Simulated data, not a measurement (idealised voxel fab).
Herein follows the process module entitled voxel ribs on slabs.
The width of the displayed cross-section, cut, is 215 nm; its cells are square, with a size of 5 nm.
Cross-section = grid of square cells, listed top down in bands; band = one or more rows. In this notation a band is specified by the heights of its top and bottom, in that order and in nm, after which its materials appear from left to right, each paired with its width in nm. The word "all across" attached to a single material means that material fills the band from edge to edge; the word "empty" stands for empty space. Counting heights begins at 0, where everything beneath is, in the wafer as received, one material. The lowest band has no bottom; it goes on downwards, as "top 0, no bottom" shows. Graded width ("30->40"): value in top row of band = first number; value in bottom row = second number; row-to-row change constant. When a step is marked "no alteration", none of the cells in the cross-section changed during that step. What "Fully sealed voids" gives you is every empty space of 8 cells or more that is cut off from the top. Each appears as width x height at distance, with the distance taken from the left edge and width, height and distance all in nm. Past the settings on a step's line: simulator remark, on that step. The optional step-line setting "overlay nm" applies to steps with a mask and quantifies how far to the right of its planned location the mask lay, a negative value indicating leftward placement.

# Process steps (planned)
1. op RECEIVE | material Si
2. op DIRECTIONAL_DEP | material SiO2 | thk nm 20
3. op DIRECTIONAL_DEP | material SiN | thk nm 25
4. op MASKED_ETCH | tone cover | mask id RIB | width nm 30 | etch materials SiN | depth nm 10 | overlay nm 0
5. op DIRECTIONAL_DEP | material aC | thk nm 15
6. op PATTERN | tone cover | mask id SLAB | material resist | width nm 60 | thk nm 30 | overlay nm 0
7. op DIRECTIONAL_ETCH | etch materials aC | depth nm 15
8. op STRIP | etch materials resist
9. op DIRECTIONAL_ETCH | etch materials SiN | depth nm 15
10. op STRIP | etch materials aC
11. op FILL_DEP | material SiO2 | thk nm 20
12. op CMP | height nm 55
13. op DIRECTIONAL_DEP | material TiN | thk nm 5
14. op PATTERN | tone cover | mask id HEATER | material resist | width nm 40 | thk nm 15 | overlay nm 0
15. op DIRECTIONAL_ETCH | etch materials TiN | depth nm 5
16. op STRIP | etch materials resist
17. op CONFORMAL_DEP | material SiO2 | thk nm 10

# Cross-sectional view of the wafer in its as-received condition, corresponding to the state after step 1
- top 0, no bottom = Si all across
- Fully sealed voids: none

# The plan above was carried out on the starting structure above with one mistake, and this cross-section shows the wafer at the end of the module
- top 70, bottom 65 = 80 empty, then 50 SiO2, then 85 empty
- top 65, bottom 60 = SiO2 all across
- top 60, bottom 55 = 90 SiO2, then 30 TiN, then 95 SiO2
- top 55, bottom 45 = SiO2 all across
- top 45, bottom 35 = 90 SiO2, then 30 SiN, then 95 SiO2
- top 35, bottom 20 = 75 SiO2, then 60 SiN, then 80 SiO2
- top 20, bottom 0 = SiO2 all across
- top 0, no bottom = Si all across
- Fully sealed voids: none
Short version of what went wrong: rather than as planned, step 14 actually ran as op PATTERN | tone cover | mask id HEATER | material resist | width nm 30 | thk nm 15 | overlay nm 0
